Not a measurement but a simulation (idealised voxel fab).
Module name: voxel spacer lines (process module)
Cross-section cut: width 175 nm, square cells of 5 nm.
Cross-section layout: square cells on a grid; listed as bands, top to bottom; a band spans one or more cell rows. Per band: top height and bottom height in nm, followed by the left-to-right materials and their widths in nm; "throughout" marks a single material spanning edge to edge, "air" marks empty space. The level at which height equals 0 is the one under which the wafer, as it arrives, is entirely one material. No lower edge exists for the bottom band, which continues downward and is notated as in "0 and below". The width entry "30 to 40" should be interpreted row by row: the top row of cells in the band takes the first number, the bottom row takes the second number, and the change between adjacent rows is uniform throughout. Step marked "no change occurred"? Then no cell in the cross-section changed in it. You'll see "Tabulated closed voids" listing empty spaces that have no way open to the top, as long as they're 8 cells or more; the notation is width x height at distance, where the distance is from the left edge, and all of it is in nm. after a step's settings: what the simulator itself notes on the step. The "overlay nm" setting may appear on a step's line; for a step that uses a mask, it gives how far to the right of its planned position the mask lay, and a negative value indicates the left.

Process steps foreseen in the plan:
1 RECEIVE | material Si
2 CONFORMAL_DEP | material Al2O3 | thk nm 10
3 DIRECTIONAL_DEP | material TiN | thk nm 10
4 DIRECTIONAL_DEP | material aC | thk nm 30
5 PATTERN | tone cover | mask id MANDREL | material resist | width nm 20 | pitch nm 60 | thk nm 40 | overlay nm 0
6 DIRECTIONAL_ETCH | etch materials aC | depth nm 30
7 STRIP | etch materials resist
8 CONFORMAL_DEP | material SiN | thk nm 10
9 DIRECTIONAL_ETCH | etch materials SiN | depth nm 10
10 STRIP | etch materials aC
11 DIRECTIONAL_ETCH | etch materials TiN | depth nm 10
12 STRIP | etch materials SiN

As received (post step 1): cross-section:
- 0 and below = Si throughout
- Tabulated closed voids: none

End-of-module cross-section. Starting structure and process plan as above; one mistake made in running it:
- 10 down to 0 = air (35)  TiN (10)  air (20)  TiN (10)  air (20)  TiN (10)  air (20)  TiN (10)  air (40)
- 0 and below = Si throughout
- Tabulated closed voids: none
Here's what went sideways: step 2 of the plan did not run at all; it was left out
